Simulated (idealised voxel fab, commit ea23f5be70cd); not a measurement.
process module | voxel self aligned contacts
cross-section cut | 250 nm wide | cells 5 nm
A cross-section is a grid of square cells, given in bands from the top down. A band is one or more rows of cells.
Each band's line starts with the height of the band's top and of its bottom, in nm. Then come its materials from left to right, each with its width in nm. One material with "throughout" fills the band from edge to edge. "air" is empty space.
Height 0 is the level under which the wafer as received is all one material. The lowest band goes on downwards, as in "0 down".
A width such as "30 to 40" changes by the same amount from each row of cells to the next, from the band's top row to its bottom row.
"no change" after a step means that no cell of the cross-section changed.
closed voids: empty space of 8 cells or more with no open way to the top, each as width x height at its distance from the left edge, in nm
after a step's settings: what the simulator itself notes on the step
overlay nm, on a step with a mask: how far to the right of its planned place the mask lay; to the left if negative
plan
1 op RECEIVE | material Si
2 op OXIDIZE | depth nm 5
3 op DIRECTIONAL_DEP | material polySi | thk nm 30
4 op DIRECTIONAL_DEP | material SiN | thk nm 20
5 op DIRECTIONAL_DEP | material aC | thk nm 15
6 op PATTERN | tone cover | mask id GATE | material resist | width nm 35 | pitch nm 65 | thk nm 30 | overlay nm 0
7 op DIRECTIONAL_ETCH | etch materials aC | depth nm 15
8 op STRIP | etch materials resist
9 op DIRECTIONAL_ETCH | etch materials SiN | depth nm 20
10 op DIRECTIONAL_ETCH | etch materials polySi | depth nm 30
11 op STRIP | etch materials aC
12 op CONFORMAL_DEP | material SiN | thk nm 5
13 op DIRECTIONAL_ETCH | etch materials SiN | depth nm 5
14 op FILL_DEP | material SiO2 | thk nm 20
15 op CMP | height nm 60
16 op DIRECTIONAL_DEP | material aC | thk nm 15
17 op PATTERN | tone open | mask id CONTACT | material resist | width nm 40 | pitch nm 65 | thk nm 30 | overlay nm 0
18 op DIRECTIONAL_ETCH | etch materials aC | depth nm 15
19 op STRIP | etch materials resist
20 op DIRECTIONAL_ETCH | etch materials SiO2 | depth nm 65
21 op STRIP | etch materials aC
22 op CONFORMAL_DEP | material TiN | thk nm 5
23 op FILL_DEP | material Ru | thk nm 5
24 op CMP | height nm 60
25 op CONFORMAL_DEP | material SiCN | thk nm 5
first wafer, as planned
as received, after step 1
  0 down: Si throughout
  closed voids: none
after step 2
  0 to -5: SiO2 throughout
  below -5: unchanged
after step 3
  30 to 0: polySi throughout
  below 0: unchanged
after step 4
  50 to 30: SiN throughout
  below 30: unchanged
after step 5
  65 to 50: aC throughout
  below 50: unchanged
after step 6
  95 to 65: air 40 | resist 35 | air 30 | resist 35 | air 30 | resist 35 | air 45
  below 65: unchanged
after step 7
  80 to 65: air 40 | resist 35 | air 30 | resist 35 | air 30 | resist 35 | air 45
  65 to 50: air 40 | aC 35 | air 30 | aC 35 | air 30 | aC 35 | air 45
  below 50: unchanged
after step 8
  65 to 50: air 40 | aC 35 | air 30 | aC 35 | air 30 | aC 35 | air 45
  below 50: unchanged
after step 9
  65 to 50: air 40 | aC 35 | air 30 | aC 35 | air 30 | aC 35 | air 45
  50 to 30: air 40 | SiN 35 | air 30 | SiN 35 | air 30 | SiN 35 | air 45
  below 30: unchanged
after step 10
  65 to 50: air 40 | aC 35 | air 30 | aC 35 | air 30 | aC 35 | air 45
  50 to 30: air 40 | SiN 35 | air 30 | SiN 35 | air 30 | SiN 35 | air 45
  30 to 0: air 40 | polySi 35 | air 30 | polySi 35 | air 30 | polySi 35 | air 45
  below 0: unchanged
after step 11
  50 to 30: air 40 | SiN 35 | air 30 | SiN 35 | air 30 | SiN 35 | air 45
  below 30: unchanged
after step 12
  55 to 30: air 35 | SiN 45 | air 20 | SiN 45 | air 20 | SiN 45 | air 40
  30 to 5: air 35 | SiN 5 | polySi 35 | SiN 5 | air 20 | SiN 5 | polySi 35 | SiN 5 | air 20 | SiN 5 | polySi 35 | SiN 5 | air 40
  5 to 0: SiN 40 | polySi 35 | SiN 30 | polySi 35 | SiN 30 | polySi 35 | SiN 45
  below 0: unchanged
after step 13
  50 to 30: air 35 | SiN 45 | air 20 | SiN 45 | air 20 | SiN 45 | air 40
  30 to 0: air 35 | SiN 5 | polySi 35 | SiN 5 | air 20 | SiN 5 | polySi 35 | SiN 5 | air 20 | SiN 5 | polySi 35 | SiN 5 | air 40
  below 0: unchanged
after step 14
  70 to 50: SiO2 throughout
  50 to 30: SiO2 35 | SiN 45 | SiO2 20 | SiN 45 | SiO2 20 | SiN 45 | SiO2 40
  30 to 0: SiO2 35 | SiN 5 | polySi 35 | SiN 5 | SiO2 20 | SiN 5 | polySi 35 | SiN 5 | SiO2 20 | SiN 5 | polySi 35 | SiN 5 | SiO2 40
  below 0: unchanged
after step 15
  60 to 50: SiO2 throughout
  below 50: unchanged
after step 16
  75 to 60: aC throughout
  below 60: unchanged
after step 17
  105 to 75: resist 70 | air 40 | resist 25 | air 40 | resist 75
  below 75: unchanged
after step 18
  90 to 75: resist 70 | air 40 | resist 25 | air 40 | resist 75
  75 to 60: aC 70 | air 40 | aC 25 | air 40 | aC 75
  below 60: unchanged
after step 19
  75 to 60: aC 70 | air 40 | aC 25 | air 40 | aC 75
  below 60: unchanged
after step 20
  75 to 60: aC 70 | air 40 | aC 25 | air 40 | aC 75
  60 to 50: SiO2 70 | air 40 | SiO2 25 | air 40 | SiO2 75
  50 to 30: SiO2 35 | SiN 45 | air 20 | SiN 45 | air 20 | SiN 45 | SiO2 40
  30 to 0: SiO2 35 | SiN 5 | polySi 35 | SiN 5 | air 20 | SiN 5 | polySi 35 | SiN 5 | air 20 | SiN 5 | polySi 35 | SiN 5 | SiO2 40
  0 to -5: SiO2 80 | air 20 | SiO2 45 | air 20 | SiO2 85
  below -5: unchanged
after step 21
  60 to 50: SiO2 70 | air 40 | SiO2 25 | air 40 | SiO2 75
  below 50: unchanged
after step 22
  65 to 60: TiN 75 | air 30 | TiN 35 | air 30 | TiN 80
  60 to 50: SiO2 70 | TiN 5 to 15 | air 30 to 10 | TiN 5 to 15 | SiO2 25 | TiN 5 to 15 | air 30 to 10 | TiN 5 to 15 | SiO2 75
  50 to 30: SiO2 35 | SiN 45 | TiN 5 | air 10 | TiN 5 | SiN 45 | TiN 5 | air 10 | TiN 5 | SiN 45 | SiO2 40
  30 to 0: SiO2 35 | SiN 5 | polySi 35 | SiN 5 | TiN 5 | air 10 | TiN 5 | SiN 5 | polySi 35 | SiN 5 | TiN 5 | air 10 | TiN 5 | SiN 5 | polySi 35 | SiN 5 | SiO2 40
  0 to -5: SiO2 80 | TiN 20 | SiO2 45 | TiN 20 | SiO2 85
  below -5: unchanged
after step 23
  70 to 65: Ru throughout
  65 to 60: TiN 75 | Ru 30 | TiN 35 | Ru 30 | TiN 80
  60 to 50: SiO2 70 | TiN 5 to 15 | Ru 30 to 10 | TiN 5 to 15 | SiO2 25 | TiN 5 to 15 | Ru 30 to 10 | TiN 5 to 15 | SiO2 75
  50 to 30: SiO2 35 | SiN 45 | TiN 5 | Ru 10 | TiN 5 | SiN 45 | TiN 5 | Ru 10 | TiN 5 | SiN 45 | SiO2 40
  30 to 0: SiO2 35 | SiN 5 | polySi 35 | SiN 5 | TiN 5 | Ru 10 | TiN 5 | SiN 5 | polySi 35 | SiN 5 | TiN 5 | Ru 10 | TiN 5 | SiN 5 | polySi 35 | SiN 5 | SiO2 40
  below 0: unchanged
after step 24
  60 to 50: SiO2 70 | TiN 5 to 15 | Ru 30 to 10 | TiN 5 to 15 | SiO2 25 | TiN 5 to 15 | Ru 30 to 10 | TiN 5 to 15 | SiO2 75
  below 50: unchanged
after step 25
  65 to 60: SiCN throughout
  below 60: unchanged
second wafer: like start, like plan, one mistake. Through step 11 it matches the first wafer
when step 12 should have ended: no change
when step 13 should have ended
  45 to 30: air 40 | SiN 35 | air 30 | SiN 35 | air 30 | SiN 35 | air 45
  below 30: unchanged
when step 14 should have ended
  65 to 45: SiO2 throughout
  45 to 30: SiO2 40 | SiN 35 | SiO2 30 | SiN 35 | SiO2 30 | SiN 35 | SiO2 45
  30 to 0: SiO2 40 | polySi 35 | SiO2 30 | polySi 35 | SiO2 30 | polySi 35 | SiO2 45
  below 0: unchanged
when step 15 should have ended
  60 to 45: SiO2 throughout
  below 45: unchanged
when step 16 should have ended
  75 to 60: aC throughout
  below 60: unchanged
when step 17 should have ended
  105 to 75: resist 70 | air 40 | resist 25 | air 40 | resist 75
  below 75: unchanged
when step 18 should have ended
  90 to 75: resist 70 | air 40 | resist 25 | air 40 | resist 75
  75 to 60: aC 70 | air 40 | aC 25 | air 40 | aC 75
  below 60: unchanged
when step 19 should have ended
  75 to 60: aC 70 | air 40 | aC 25 | air 40 | aC 75
  below 60: unchanged
when step 20 should have ended
  75 to 60: aC 70 | air 40 | aC 25 | air 40 | aC 75
  60 to 45: SiO2 70 | air 40 | SiO2 25 | air 40 | SiO2 75
  45 to 30: SiO2 40 | SiN 35 | air 30 | SiN 35 | air 30 | SiN 35 | SiO2 45
  30 to 0: SiO2 40 | polySi 35 | air 30 | polySi 35 | air 30 | polySi 35 | SiO2 45
  0 to -5: SiO2 75 | air 30 | SiO2 35 | air 30 | SiO2 80
  below -5: unchanged
when step 21 should have ended
  60 to 45: SiO2 70 | air 40 | SiO2 25 | air 40 | SiO2 75
  below 45: unchanged
when step 22 should have ended
  65 to 60: TiN 75 | air 30 | TiN 35 | air 30 | TiN 80
  60 to 50: SiO2 70 | TiN 5 | air 30 | TiN 5 | SiO2 25 | TiN 5 | air 30 | TiN 5 | SiO2 75
  50 to 45: SiO2 70 | TiN 10 | air 20 | TiN 10 | SiO2 25 | TiN 10 | air 20 | TiN 10 | SiO2 75
  45 to 30: SiO2 40 | SiN 35 | TiN 5 | air 20 | TiN 5 | SiN 35 | TiN 5 | air 20 | TiN 5 | SiN 35 | SiO2 45
  30 to 0: SiO2 40 | polySi 35 | TiN 5 | air 20 | TiN 5 | polySi 35 | TiN 5 | air 20 | TiN 5 | polySi 35 | SiO2 45
  0 to -5: SiO2 75 | TiN 30 | SiO2 35 | TiN 30 | SiO2 80
  below -5: unchanged
when step 23 should have ended
  70 to 65: Ru throughout
  65 to 60: TiN 75 | Ru 30 | TiN 35 | Ru 30 | TiN 80
  60 to 50: SiO2 70 | TiN 5 | Ru 30 | TiN 5 | SiO2 25 | TiN 5 | Ru 30 | TiN 5 | SiO2 75
  50 to 45: SiO2 70 | TiN 10 | Ru 20 | TiN 10 | SiO2 25 | TiN 10 | Ru 20 | TiN 10 | SiO2 75
  45 to 30: SiO2 40 | SiN 35 | TiN 5 | Ru 20 | TiN 5 | SiN 35 | TiN 5 | Ru 20 | TiN 5 | SiN 35 | SiO2 45
  30 to 0: SiO2 40 | polySi 35 | TiN 5 | Ru 20 | TiN 5 | polySi 35 | TiN 5 | Ru 20 | TiN 5 | polySi 35 | SiO2 45
  below 0: unchanged
when step 24 should have ended
  60 to 50: SiO2 70 | TiN 5 | Ru 30 | TiN 5 | SiO2 25 | TiN 5 | Ru 30 | TiN 5 | SiO2 75
  below 50: unchanged
when step 25 should have ended
  65 to 60: SiCN throughout
  below 60: unchanged
what went wrong: step 12 was left out
at the end the second wafer has, in cells: 48 more of Ru | 81 fewer of SiN | 33 more of SiO2
